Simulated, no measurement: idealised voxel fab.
You're looking at the process module voxel wiring stack.
205 nm wide, 5 nm square cells: that's cross-section cut.
A cross-section is a grid of square cells, given in bands from the top down. A band is one or more rows of cells.
Quick guide to a band line: top height, bottom height (nm) up front; then every material left to right with its width in nm. Only one material and it's marked "throughout"? Then it fills the band edge to edge. And "empty" just means empty space.
Basically, 0 is our baseline, since under it the wafer straight out of the box is all one material. The bottom band has no lower end and keeps on going down, so it looks like "0 -> down".
With a width like "30->40", each row of cells in the band differs from the next by the same amount, the top row carrying the first number and the bottom row the second.
Where a step carries "remains unaltered", the cross-section came out of it unchanged, cell for cell.
The entry "Enclosed void inventory" lists the empty spaces that cover at least 8 cells and have no open path to the top. Each is written as width x height at distance, where the distance is measured from the left edge and all three values are in nm.
Note: text after step settings on the step line = simulator remark on that step.
Steps that use a mask can have "overlay nm" on their line. It says how far the mask sat to the right of where it was meant to be. Negative means to the left.

[Process steps (planned)]
- 1: RECEIVE, material Si
- 2: CONFORMAL_DEP, material SiO2, thk nm 10
- 3: CONFORMAL_DEP, material SiN, thk nm 5
- 4: DIRECTIONAL_DEP, material SiO2, thk nm 20
- 5: DIRECTIONAL_DEP, material aC, thk nm 15
- 6: PATTERN, tone open, mask id METAL_1, material resist, width nm 25, pitch nm 50, thk nm 35, overlay nm 0
- 7: DIRECTIONAL_ETCH, etch materials aC, depth nm 15
- 8: STRIP, etch materials resist
- 9: DIRECTIONAL_ETCH, etch materials SiO2, depth nm 20
- 10: DIRECTIONAL_ETCH, etch materials SiN, depth nm 5
- 11: STRIP, etch materials aC
- 12: CONFORMAL_DEP, material TiN, thk nm 5
- 13: FILL_DEP, material W, thk nm 5
- 14: CMP, height nm 35
- 15: EPI, material Ru, thk nm 5
- 16: FILL_DEP, material SiCN, thk nm 5
- 17: DIRECTIONAL_DEP, material lowk, thk nm 35
- 18: MASKED_ETCH, tone open, mask id METAL_2_HOLES, width nm 15, pitch nm 50, etch materials lowk, depth nm 35, overlay nm 0
- 19: MASKED_ETCH, tone open, mask id METAL_2, width nm 25, pitch nm 50, etch materials lowk, depth nm 20, overlay nm 0
- 20: MASKED_ETCH, tone open, mask id METAL_2, width nm 25, pitch nm 50, etch materials SiCN, depth nm 5, overlay nm 0
- 21: CONFORMAL_DEP, material TiN, thk nm 5
- 22: FILL_DEP, material Cu, thk nm 10
- 23: CMP, height nm 80
- 24: CONFORMAL_DEP, material SiCN, thk nm 5
- 25: DIRECTIONAL_DEP, material SiO2, thk nm 30
- 26: PATTERN, tone open, mask id METAL_3_HOLES, material resist, width nm 15, pitch nm 50, thk nm 15, overlay nm 0
- 27: DIRECTIONAL_ETCH, etch materials SiO2, depth nm 30
- 28: STRIP, etch materials resist
- 29: DIRECTIONAL_DEP, material aC, thk nm 15
- 30: PATTERN, tone open, mask id METAL_3, material resist, width nm 25, pitch nm 50, thk nm 35, overlay nm 0
- 31: DIRECTIONAL_ETCH, etch materials aC, depth nm 15
- 32: STRIP, etch materials resist
- 33: DIRECTIONAL_ETCH, etch materials SiO2, depth nm 20
- 34: DIRECTIONAL_ETCH, etch materials SiCN, depth nm 5
- 35: STRIP, etch materials aC
- 36: CONFORMAL_DEP, material TiN, thk nm 5
- 37: FILL_DEP, material Ru, thk nm 10
- 38: CMP, height nm 115
- 39: CONFORMAL_DEP, material SiCN, thk nm 5

[First wafer of two (run as planned)]

[Delivered wafer in cross-section: state after step 1]
	0 -> down: Si throughout
	Enclosed void inventory: none

[How the wafer stands in section after step 2]
	10 -> 0: SiO2 throughout
	All layers under 0 are left as they were.

[How the wafer stands in section after step 3]
	15 -> 10: SiN throughout
	All layers under 10 are left as they were.

[How the wafer stands in section after step 4]
	35 -> 15: SiO2 throughout
	All layers under 15 are left as they were.

[How the wafer stands in section after step 5]
	50 -> 35: aC throughout
	All layers under 35 are left as they were.

[How the wafer stands in section after step 6]
	85 -> 50: resist: 40 / empty: 25 / resist: 25 / empty: 25 / resist: 25 / empty: 25 / resist: 40
	All layers under 50 are left as they were.

[How the wafer stands in section after step 7]
	70 -> 50: resist: 40 / empty: 25 / resist: 25 / empty: 25 / resist: 25 / empty: 25 / resist: 40
	50 -> 35: aC: 40 / empty: 25 / aC: 25 / empty: 25 / aC: 25 / empty: 25 / aC: 40
	All layers under 35 are left as they were.

[How the wafer stands in section after step 8]
	50 -> 35: aC: 40 / empty: 25 / aC: 25 / empty: 25 / aC: 25 / empty: 25 / aC: 40
	All layers under 35 are left as they were.

[How the wafer stands in section after step 9]
	50 -> 35: aC: 40 / empty: 25 / aC: 25 / empty: 25 / aC: 25 / empty: 25 / aC: 40
	35 -> 15: SiO2: 40 / empty: 25 / SiO2: 25 / empty: 25 / SiO2: 25 / empty: 25 / SiO2: 40
	All layers under 15 are left as they were.

[How the wafer stands in section after step 10]
	50 -> 35: aC: 40 / empty: 25 / aC: 25 / empty: 25 / aC: 25 / empty: 25 / aC: 40
	35 -> 15: SiO2: 40 / empty: 25 / SiO2: 25 / empty: 25 / SiO2: 25 / empty: 25 / SiO2: 40
	15 -> 10: SiN: 40 / empty: 25 / SiN: 25 / empty: 25 / SiN: 25 / empty: 25 / SiN: 40
	All layers under 10 are left as they were.

[How the wafer stands in section after step 11]
	35 -> 15: SiO2: 40 / empty: 25 / SiO2: 25 / empty: 25 / SiO2: 25 / empty: 25 / SiO2: 40
	All layers under 15 are left as they were.

[How the wafer stands in section after step 12]
	40 -> 35: TiN: 45 / empty: 15 / TiN: 35 / empty: 15 / TiN: 35 / empty: 15 / TiN: 45
	35 -> 15: SiO2: 40 / TiN: 5 / empty: 15 / TiN: 5 / SiO2: 25 / TiN: 5 / empty: 15 / TiN: 5 / SiO2: 25 / TiN: 5 / empty: 15 / TiN: 5 / SiO2: 40
	15 -> 10: SiN: 40 / TiN: 25 / SiN: 25 / TiN: 25 / SiN: 25 / TiN: 25 / SiN: 40
	All layers under 10 are left as they were.

[How the wafer stands in section after step 13]
	45 -> 40: W throughout
	40 -> 35: TiN: 45 / W: 15 / TiN: 35 / W: 15 / TiN: 35 / W: 15 / TiN: 45
	35 -> 15: SiO2: 40 / TiN: 5 / W: 15 / TiN: 5 / SiO2: 25 / TiN: 5 / W: 15 / TiN: 5 / SiO2: 25 / TiN: 5 / W: 15 / TiN: 5 / SiO2: 40
	All layers under 15 are left as they were.

[How the wafer stands in section after step 14]
	35 -> 15: SiO2: 40 / TiN: 5 / W: 15 / TiN: 5 / SiO2: 25 / TiN: 5 / W: 15 / TiN: 5 / SiO2: 25 / TiN: 5 / W: 15 / TiN: 5 / SiO2: 40
	All layers under 15 are left as they were.

[How the wafer stands in section after step 15]
	40 -> 35: empty: 35 / Ru: 35 / empty: 15 / Ru: 35 / empty: 15 / Ru: 35 / empty: 35
	All layers under 35 are left as they were.

[How the wafer stands in section after step 16]
	45 -> 40: SiCN throughout
	40 -> 35: SiCN: 35 / Ru: 35 / SiCN: 15 / Ru: 35 / SiCN: 15 / Ru: 35 / SiCN: 35
	All layers under 35 are left as they were.

[How the wafer stands in section after step 17]
	80 -> 45: lowk throughout
	All layers under 45 are left as they were.

[How the wafer stands in section after step 18]
	80 -> 45: lowk: 40 / empty: 15 / lowk: 35 / empty: 15 / lowk: 35 / empty: 15 / lowk: 50
	All layers under 45 are left as they were.

[How the wafer stands in section after step 19]
	80 -> 60: lowk: 40 / empty: 25 / lowk: 25 / empty: 25 / lowk: 25 / empty: 25 / lowk: 40
	All layers under 60 are left as they were.

[How the wafer stands in section after step 20]
	80 -> 60: lowk: 40 / empty: 25 / lowk: 25 / empty: 25 / lowk: 25 / empty: 25 / lowk: 40
	60 -> 45: lowk: 40 / empty: 15 / lowk: 35 / empty: 15 / lowk: 35 / empty: 15 / lowk: 50
	45 -> 40: SiCN: 40 / empty: 15 / SiCN: 35 / empty: 15 / SiCN: 35 / empty: 15 / SiCN: 50
	All layers under 40 are left as they were.

[How the wafer stands in section after step 21]
	85 -> 80: TiN: 45 / empty: 15 / TiN: 35 / empty: 15 / TiN: 35 / empty: 15 / TiN: 45
	80 -> 65: lowk: 40 / TiN: 5 / empty: 15 / TiN: 5 / lowk: 25 / TiN: 5 / empty: 15 / TiN: 5 / lowk: 25 / TiN: 5 / empty: 15 / TiN: 5 / lowk: 40
	65 -> 60: lowk: 40 / TiN: 5 / empty: 5 / TiN: 15 / lowk: 25 / TiN: 5 / empty: 5 / TiN: 15 / lowk: 25 / TiN: 5 / empty: 5 / TiN: 15 / lowk: 40
	60 -> 45: lowk: 40 / TiN: 5 / empty: 5 / TiN: 5 / lowk: 35 / TiN: 5 / empty: 5 / TiN: 5 / lowk: 35 / TiN: 5 / empty: 5 / TiN: 5 / lowk: 50
	45 -> 40: SiCN: 40 / TiN: 15 / SiCN: 35 / TiN: 15 / SiCN: 35 / TiN: 15 / SiCN: 50
	All layers under 40 are left as they were.

[How the wafer stands in section after step 22]
	95 -> 85: Cu throughout
	85 -> 80: TiN: 45 / Cu: 15 / TiN: 35 / Cu: 15 / TiN: 35 / Cu: 15 / TiN: 45
	80 -> 65: lowk: 40 / TiN: 5 / Cu: 15 / TiN: 5 / lowk: 25 / TiN: 5 / Cu: 15 / TiN: 5 / lowk: 25 / TiN: 5 / Cu: 15 / TiN: 5 / lowk: 40
	65 -> 60: lowk: 40 / TiN: 5 / Cu: 5 / TiN: 15 / lowk: 25 / TiN: 5 / Cu: 5 / TiN: 15 / lowk: 25 / TiN: 5 / Cu: 5 / TiN: 15 / lowk: 40
	60 -> 45: lowk: 40 / TiN: 5 / Cu: 5 / TiN: 5 / lowk: 35 / TiN: 5 / Cu: 5 / TiN: 5 / lowk: 35 / TiN: 5 / Cu: 5 / TiN: 5 / lowk: 50
	All layers under 45 are left as they were.

[How the wafer stands in section after step 23]
	80 -> 65: lowk: 40 / TiN: 5 / Cu: 15 / TiN: 5 / lowk: 25 / TiN: 5 / Cu: 15 / TiN: 5 / lowk: 25 / TiN: 5 / Cu: 15 / TiN: 5 / lowk: 40
	All layers under 65 are left as they were.

[How the wafer stands in section after step 24]
	85 -> 80: SiCN throughout
	All layers under 80 are left as they were.

[How the wafer stands in section after step 25]
	115 -> 85: SiO2 throughout
	All layers under 85 are left as they were.

[How the wafer stands in section after step 26]
	130 -> 115: resist: 40 / empty: 15 / resist: 35 / empty: 15 / resist: 35 / empty: 15 / resist: 50
	All layers under 115 are left as they were.

[How the wafer stands in section after step 27]
	130 -> 115: resist: 40 / empty: 15 / resist: 35 / empty: 15 / resist: 35 / empty: 15 / resist: 50
	115 -> 85: SiO2: 40 / empty: 15 / SiO2: 35 / empty: 15 / SiO2: 35 / empty: 15 / SiO2: 50
	All layers under 85 are left as they were.

[How the wafer stands in section after step 28]
	115 -> 85: SiO2: 40 / empty: 15 / SiO2: 35 / empty: 15 / SiO2: 35 / empty: 15 / SiO2: 50
	All layers under 85 are left as they were.

[How the wafer stands in section after step 29]
	130 -> 115: aC: 40 / empty: 15 / aC: 35 / empty: 15 / aC: 35 / empty: 15 / aC: 50
	115 -> 100: SiO2: 40 / empty: 15 / SiO2: 35 / empty: 15 / SiO2: 35 / empty: 15 / SiO2: 50
	100 -> 85: SiO2: 40 / aC: 15 / SiO2: 35 / aC: 15 / SiO2: 35 / aC: 15 / SiO2: 50
	All layers under 85 are left as they were.

[How the wafer stands in section after step 30]
	165 -> 130: resist: 40 / empty: 25 / resist: 25 / empty: 25 / resist: 25 / empty: 25 / resist: 40
	All layers under 130 are left as they were.

[How the wafer stands in section after step 31]
	150 -> 130: resist: 40 / empty: 25 / resist: 25 / empty: 25 / resist: 25 / empty: 25 / resist: 40
	130 -> 115: aC: 40 / empty: 25 / aC: 25 / empty: 25 / aC: 25 / empty: 25 / aC: 40
	115 -> 85: SiO2: 40 / empty: 15 / SiO2: 35 / empty: 15 / SiO2: 35 / empty: 15 / SiO2: 50
	All layers under 85 are left as they were.

[How the wafer stands in section after step 32]
	130 -> 115: aC: 40 / empty: 25 / aC: 25 / empty: 25 / aC: 25 / empty: 25 / aC: 40
	All layers under 115 are left as they were.

[How the wafer stands in section after step 33]
	130 -> 115: aC: 40 / empty: 25 / aC: 25 / empty: 25 / aC: 25 / empty: 25 / aC: 40
	115 -> 95: SiO2: 40 / empty: 25 / SiO2: 25 / empty: 25 / SiO2: 25 / empty: 25 / SiO2: 40
	All layers under 95 are left as they were.

[How the wafer stands in section after step 34]
	130 -> 115: aC: 40 / empty: 25 / aC: 25 / empty: 25 / aC: 25 / empty: 25 / aC: 40
	115 -> 95: SiO2: 40 / empty: 25 / SiO2: 25 / empty: 25 / SiO2: 25 / empty: 25 / SiO2: 40
	95 -> 85: SiO2: 40 / empty: 15 / SiO2: 35 / empty: 15 / SiO2: 35 / empty: 15 / SiO2: 50
	85 -> 80: SiCN: 40 / empty: 15 / SiCN: 35 / empty: 15 / SiCN: 35 / empty: 15 / SiCN: 50
	All layers under 80 are left as they were.

[How the wafer stands in section after step 35]
	115 -> 95: SiO2: 40 / empty: 25 / SiO2: 25 / empty: 25 / SiO2: 25 / empty: 25 / SiO2: 40
	All layers under 95 are left as they were.

[How the wafer stands in section after step 36]
	120 -> 115: TiN: 45 / empty: 15 / TiN: 35 / empty: 15 / TiN: 35 / empty: 15 / TiN: 45
	115 -> 100: SiO2: 40 / TiN: 5 / empty: 15 / TiN: 5 / SiO2: 25 / TiN: 5 / empty: 15 / TiN: 5 / SiO2: 25 / TiN: 5 / empty: 15 / TiN: 5 / SiO2: 40
	100 -> 95: SiO2: 40 / TiN: 5 / empty: 5 / TiN: 15 / SiO2: 25 / TiN: 5 / empty: 5 / TiN: 15 / SiO2: 25 / TiN: 5 / empty: 5 / TiN: 15 / SiO2: 40
	95 -> 85: SiO2: 40 / TiN: 5 / empty: 5 / TiN: 5 / SiO2: 35 / TiN: 5 / empty: 5 / TiN: 5 / SiO2: 35 / TiN: 5 / empty: 5 / TiN: 5 / SiO2: 50
	85 -> 80: SiCN: 40 / TiN: 15 / SiCN: 35 / TiN: 15 / SiCN: 35 / TiN: 15 / SiCN: 50
	All layers under 80 are left as they were.

[How the wafer stands in section after step 37]
	130 -> 120: Ru throughout
	120 -> 115: TiN: 45 / Ru: 15 / TiN: 35 / Ru: 15 / TiN: 35 / Ru: 15 / TiN: 45
	115 -> 100: SiO2: 40 / TiN: 5 / Ru: 15 / TiN: 5 / SiO2: 25 / TiN: 5 / Ru: 15 / TiN: 5 / SiO2: 25 / TiN: 5 / Ru: 15 / TiN: 5 / SiO2: 40
	100 -> 95: SiO2: 40 / TiN: 5 / Ru: 5 / TiN: 15 / SiO2: 25 / TiN: 5 / Ru: 5 / TiN: 15 / SiO2: 25 / TiN: 5 / Ru: 5 / TiN: 15 / SiO2: 40
	95 -> 85: SiO2: 40 / TiN: 5 / Ru: 5 / TiN: 5 / SiO2: 35 / TiN: 5 / Ru: 5 / TiN: 5 / SiO2: 35 / TiN: 5 / Ru: 5 / TiN: 5 / SiO2: 50
	All layers under 85 are left as they were.

[How the wafer stands in section after step 38]
	115 -> 100: SiO2: 40 / TiN: 5 / Ru: 15 / TiN: 5 / SiO2: 25 / TiN: 5 / Ru: 15 / TiN: 5 / SiO2: 25 / TiN: 5 / Ru: 15 / TiN: 5 / SiO2: 40
	All layers under 100 are left as they were.

[How the wafer stands in section after step 39]
	120 -> 115: SiCN throughout
	All layers under 115 are left as they were.

[Now the other wafer: same start, same recipe, but we messed up one thing when running it. Up to and including step 5 it's the same as the first one]

[Second wafer, section view, time point: scheduled end of step 6]
	85 -> 50: empty: 40 / resist: 25 / empty: 25 / resist: 25 / empty: 25 / resist: 25 / empty: 40
	All layers under 50 are left as they were.

[Second wafer, section view, time point: scheduled end of step 7]
	70 -> 50: empty: 40 / resist: 25 / empty: 25 / resist: 25 / empty: 25 / resist: 25 / empty: 40
	50 -> 35: empty: 40 / aC: 25 / empty: 25 / aC: 25 / empty: 25 / aC: 25 / empty: 40
	All layers under 35 are left as they were.

[Second wafer, section view, time point: scheduled end of step 8]
	50 -> 35: empty: 40 / aC: 25 / empty: 25 / aC: 25 / empty: 25 / aC: 25 / empty: 40
	All layers under 35 are left as they were.

[Second wafer, section view, time point: scheduled end of step 9]
	50 -> 35: empty: 40 / aC: 25 / empty: 25 / aC: 25 / empty: 25 / aC: 25 / empty: 40
	35 -> 15: empty: 40 / SiO2: 25 / empty: 25 / SiO2: 25 / empty: 25 / SiO2: 25 / empty: 40
	All layers under 15 are left as they were.

[Second wafer, section view, time point: scheduled end of step 10]
	50 -> 35: empty: 40 / aC: 25 / empty: 25 / aC: 25 / empty: 25 / aC: 25 / empty: 40
	35 -> 15: empty: 40 / SiO2: 25 / empty: 25 / SiO2: 25 / empty: 25 / SiO2: 25 / empty: 40
	15 -> 10: empty: 40 / SiN: 25 / empty: 25 / SiN: 25 / empty: 25 / SiN: 25 / empty: 40
	All layers under 10 are left as they were.

[Second wafer, section view, time point: scheduled end of step 11]
	35 -> 15: empty: 40 / SiO2: 25 / empty: 25 / SiO2: 25 / empty: 25 / SiO2: 25 / empty: 40
	All layers under 15 are left as they were.

[Second wafer, section view, time point: scheduled end of step 12]
	40 -> 35: empty: 35 / TiN: 35 / empty: 15 / TiN: 35 / empty: 15 / TiN: 35 / empty: 35
	35 -> 15: empty: 35 / TiN: 5 / SiO2: 25 / TiN: 5 / empty: 15 / TiN: 5 / SiO2: 25 / TiN: 5 / empty: 15 / TiN: 5 / SiO2: 25 / TiN: 5 / empty: 35
	15 -> 10: TiN: 40 / SiN: 25 / TiN: 25 / SiN: 25 / TiN: 25 / SiN: 25 / TiN: 40
	All layers under 10 are left as they were.

[Second wafer, section view, time point: scheduled end of step 13]
	45 -> 40: W throughout
	40 -> 35: W: 35 / TiN: 35 / W: 15 / TiN: 35 / W: 15 / TiN: 35 / W: 35
	35 -> 15: W: 35 / TiN: 5 / SiO2: 25 / TiN: 5 / W: 15 / TiN: 5 / SiO2: 25 / TiN: 5 / W: 15 / TiN: 5 / SiO2: 25 / TiN: 5 / W: 35
	All layers under 15 are left as they were.

[Second wafer, section view, time point: scheduled end of step 14]
	35 -> 15: W: 35 / TiN: 5 / SiO2: 25 / TiN: 5 / W: 15 / TiN: 5 / SiO2: 25 / TiN: 5 / W: 15 / TiN: 5 / SiO2: 25 / TiN: 5 / W: 35
	All layers under 15 are left as they were.

[Second wafer, section view, time point: scheduled end of step 15]
	40 -> 35: Ru: 45 / empty: 15 / Ru: 35 / empty: 15 / Ru: 35 / empty: 15 / Ru: 45
	All layers under 35 are left as they were.

[Second wafer, section view, time point: scheduled end of step 16]
	45 -> 40: SiCN throughout
	40 -> 35: Ru: 45 / SiCN: 15 / Ru: 35 / SiCN: 15 / Ru: 35 / SiCN: 15 / Ru: 45
	All layers under 35 are left as they were.

[Second wafer, section view, time point: scheduled end of step 17]
	80 -> 45: lowk throughout
	All layers under 45 are left as they were.

[Second wafer, section view, time point: scheduled end of step 18]
	80 -> 45: lowk: 40 / empty: 15 / lowk: 35 / empty: 15 / lowk: 35 / empty: 15 / lowk: 50
	All layers under 45 are left as they were.

[Second wafer, section view, time point: scheduled end of step 19]
	80 -> 60: lowk: 40 / empty: 25 / lowk: 25 / empty: 25 / lowk: 25 / empty: 25 / lowk: 40
	All layers under 60 are left as they were.

[Second wafer, section view, time point: scheduled end of step 20]
	80 -> 60: lowk: 40 / empty: 25 / lowk: 25 / empty: 25 / lowk: 25 / empty: 25 / lowk: 40
	60 -> 45: lowk: 40 / empty: 15 / lowk: 35 / empty: 15 / lowk: 35 / empty: 15 / lowk: 50
	45 -> 40: SiCN: 40 / empty: 15 / SiCN: 35 / empty: 15 / SiCN: 35 / empty: 15 / SiCN: 50
	All layers under 40 are left as they were.

[Second wafer, section view, time point: scheduled end of step 21]
	85 -> 80: TiN: 45 / empty: 15 / TiN: 35 / empty: 15 / TiN: 35 / empty: 15 / TiN: 45
	80 -> 65: lowk: 40 / TiN: 5 / empty: 15 / TiN: 5 / lowk: 25 / TiN: 5 / empty: 15 / TiN: 5 / lowk: 25 / TiN: 5 / empty: 15 / TiN: 5 / lowk: 40
	65 -> 60: lowk: 40 / TiN: 5 / empty: 5 / TiN: 15 / lowk: 25 / TiN: 5 / empty: 5 / TiN: 15 / lowk: 25 / TiN: 5 / empty: 5 / TiN: 15 / lowk: 40
	60 -> 45: lowk: 40 / TiN: 5 / empty: 5 / TiN: 5 / lowk: 35 / TiN: 5 / empty: 5 / TiN: 5 / lowk: 35 / TiN: 5 / empty: 5 / TiN: 5 / lowk: 50
	45 -> 40: SiCN: 40 / TiN: 15 / SiCN: 35 / TiN: 15 / SiCN: 35 / TiN: 15 / SiCN: 50
	All layers under 40 are left as they were.

[Second wafer, section view, time point: scheduled end of step 22]
	95 -> 85: Cu throughout
	85 -> 80: TiN: 45 / Cu: 15 / TiN: 35 / Cu: 15 / TiN: 35 / Cu: 15 / TiN: 45
	80 -> 65: lowk: 40 / TiN: 5 / Cu: 15 / TiN: 5 / lowk: 25 / TiN: 5 / Cu: 15 / TiN: 5 / lowk: 25 / TiN: 5 / Cu: 15 / TiN: 5 / lowk: 40
	65 -> 60: lowk: 40 / TiN: 5 / Cu: 5 / TiN: 15 / lowk: 25 / TiN: 5 / Cu: 5 / TiN: 15 / lowk: 25 / TiN: 5 / Cu: 5 / TiN: 15 / lowk: 40
	60 -> 45: lowk: 40 / TiN: 5 / Cu: 5 / TiN: 5 / lowk: 35 / TiN: 5 / Cu: 5 / TiN: 5 / lowk: 35 / TiN: 5 / Cu: 5 / TiN: 5 / lowk: 50
	All layers under 45 are left as they were.

[Second wafer, section view, time point: scheduled end of step 23]
	80 -> 65: lowk: 40 / TiN: 5 / Cu: 15 / TiN: 5 / lowk: 25 / TiN: 5 / Cu: 15 / TiN: 5 / lowk: 25 / TiN: 5 / Cu: 15 / TiN: 5 / lowk: 40
	All layers under 65 are left as they were.

[Second wafer, section view, time point: scheduled end of step 24]
	85 -> 80: SiCN throughout
	All layers under 80 are left as they were.

[Second wafer, section view, time point: scheduled end of step 25]
	115 -> 85: SiO2 throughout
	All layers under 85 are left as they were.

[Second wafer, section view, time point: scheduled end of step 26]
	130 -> 115: resist: 40 / empty: 15 / resist: 35 / empty: 15 / resist: 35 / empty: 15 / resist: 50
	All layers under 115 are left as they were.

[Second wafer, section view, time point: scheduled end of step 27]
	130 -> 115: resist: 40 / empty: 15 / resist: 35 / empty: 15 / resist: 35 / empty: 15 / resist: 50
	115 -> 85: SiO2: 40 / empty: 15 / SiO2: 35 / empty: 15 / SiO2: 35 / empty: 15 / SiO2: 50
	All layers under 85 are left as they were.

[Second wafer, section view, time point: scheduled end of step 28]
	115 -> 85: SiO2: 40 / empty: 15 / SiO2: 35 / empty: 15 / SiO2: 35 / empty: 15 / SiO2: 50
	All layers under 85 are left as they were.

[Second wafer, section view, time point: scheduled end of step 29]
	130 -> 115: aC: 40 / empty: 15 / aC: 35 / empty: 15 / aC: 35 / empty: 15 / aC: 50
	115 -> 100: SiO2: 40 / empty: 15 / SiO2: 35 / empty: 15 / SiO2: 35 / empty: 15 / SiO2: 50
	100 -> 85: SiO2: 40 / aC: 15 / SiO2: 35 / aC: 15 / SiO2: 35 / aC: 15 / SiO2: 50
	All layers under 85 are left as they were.

[Second wafer, section view, time point: scheduled end of step 30]
	165 -> 130: resist: 40 / empty: 25 / resist: 25 / empty: 25 / resist: 25 / empty: 25 / resist: 40
	All layers under 130 are left as they were.

[Second wafer, section view, time point: scheduled end of step 31]
	150 -> 130: resist: 40 / empty: 25 / resist: 25 / empty: 25 / resist: 25 / empty: 25 / resist: 40
	130 -> 115: aC: 40 / empty: 25 / aC: 25 / empty: 25 / aC: 25 / empty: 25 / aC: 40
	115 -> 85: SiO2: 40 / empty: 15 / SiO2: 35 / empty: 15 / SiO2: 35 / empty: 15 / SiO2: 50
	All layers under 85 are left as they were.

[Second wafer, section view, time point: scheduled end of step 32]
	130 -> 115: aC: 40 / empty: 25 / aC: 25 / empty: 25 / aC: 25 / empty: 25 / aC: 40
	All layers under 115 are left as they were.

[Second wafer, section view, time point: scheduled end of step 33]
	130 -> 115: aC: 40 / empty: 25 / aC: 25 / empty: 25 / aC: 25 / empty: 25 / aC: 40
	115 -> 95: SiO2: 40 / empty: 25 / SiO2: 25 / empty: 25 / SiO2: 25 / empty: 25 / SiO2: 40
	All layers under 95 are left as they were.

[Second wafer, section view, time point: scheduled end of step 34]
	130 -> 115: aC: 40 / empty: 25 / aC: 25 / empty: 25 / aC: 25 / empty: 25 / aC: 40
	115 -> 95: SiO2: 40 / empty: 25 / SiO2: 25 / empty: 25 / SiO2: 25 / empty: 25 / SiO2: 40
	95 -> 85: SiO2: 40 / empty: 15 / SiO2: 35 / empty: 15 / SiO2: 35 / empty: 15 / SiO2: 50
	85 -> 80: SiCN: 40 / empty: 15 / SiCN: 35 / empty: 15 / SiCN: 35 / empty: 15 / SiCN: 50
	All layers under 80 are left as they were.

[Second wafer, section view, time point: scheduled end of step 35]
	115 -> 95: SiO2: 40 / empty: 25 / SiO2: 25 / empty: 25 / SiO2: 25 / empty: 25 / SiO2: 40
	All layers under 95 are left as they were.

[Second wafer, section view, time point: scheduled end of step 36]
	120 -> 115: TiN: 45 / empty: 15 / TiN: 35 / empty: 15 / TiN: 35 / empty: 15 / TiN: 45
	115 -> 100: SiO2: 40 / TiN: 5 / empty: 15 / TiN: 5 / SiO2: 25 / TiN: 5 / empty: 15 / TiN: 5 / SiO2: 25 / TiN: 5 / empty: 15 / TiN: 5 / SiO2: 40
	100 -> 95: SiO2: 40 / TiN: 5 / empty: 5 / TiN: 15 / SiO2: 25 / TiN: 5 / empty: 5 / TiN: 15 / SiO2: 25 / TiN: 5 / empty: 5 / TiN: 15 / SiO2: 40
	95 -> 85: SiO2: 40 / TiN: 5 / empty: 5 / TiN: 5 / SiO2: 35 / TiN: 5 / empty: 5 / TiN: 5 / SiO2: 35 / TiN: 5 / empty: 5 / TiN: 5 / SiO2: 50
	85 -> 80: SiCN: 40 / TiN: 15 / SiCN: 35 / TiN: 15 / SiCN: 35 / TiN: 15 / SiCN: 50
	All layers under 80 are left as they were.

[Second wafer, section view, time point: scheduled end of step 37]
	130 -> 120: Ru throughout
	120 -> 115: TiN: 45 / Ru: 15 / TiN: 35 / Ru: 15 / TiN: 35 / Ru: 15 / TiN: 45
	115 -> 100: SiO2: 40 / TiN: 5 / Ru: 15 / TiN: 5 / SiO2: 25 / TiN: 5 / Ru: 15 / TiN: 5 / SiO2: 25 / TiN: 5 / Ru: 15 / TiN: 5 / SiO2: 40
	100 -> 95: SiO2: 40 / TiN: 5 / Ru: 5 / TiN: 15 / SiO2: 25 / TiN: 5 / Ru: 5 / TiN: 15 / SiO2: 25 / TiN: 5 / Ru: 5 / TiN: 15 / SiO2: 40
	95 -> 85: SiO2: 40 / TiN: 5 / Ru: 5 / TiN: 5 / SiO2: 35 / TiN: 5 / Ru: 5 / TiN: 5 / SiO2: 35 / TiN: 5 / Ru: 5 / TiN: 5 / SiO2: 50
	All layers under 85 are left as they were.

[Second wafer, section view, time point: scheduled end of step 38]
	115 -> 100: SiO2: 40 / TiN: 5 / Ru: 15 / TiN: 5 / SiO2: 25 / TiN: 5 / Ru: 15 / TiN: 5 / SiO2: 25 / TiN: 5 / Ru: 15 / TiN: 5 / SiO2: 40
	All layers under 100 are left as they were.

[Second wafer, section view, time point: scheduled end of step 39]
	120 -> 115: SiCN throughout
	All layers under 115 are left as they were.
Which mistake was made when the wafer was run? heads up, step 6 didn't go per plan, it actually ran as PATTERN, tone cover, mask id METAL_1, material resist, width nm 25, pitch nm 50, thk nm 35, overlay nm 0
Once processing is complete, comparing cell counts shows that the second wafer has more or fewer of certain materials than the first: +11 Ru | -11 SiCN | -11 SiN | -44 SiO2 | +11 TiN | +44 W
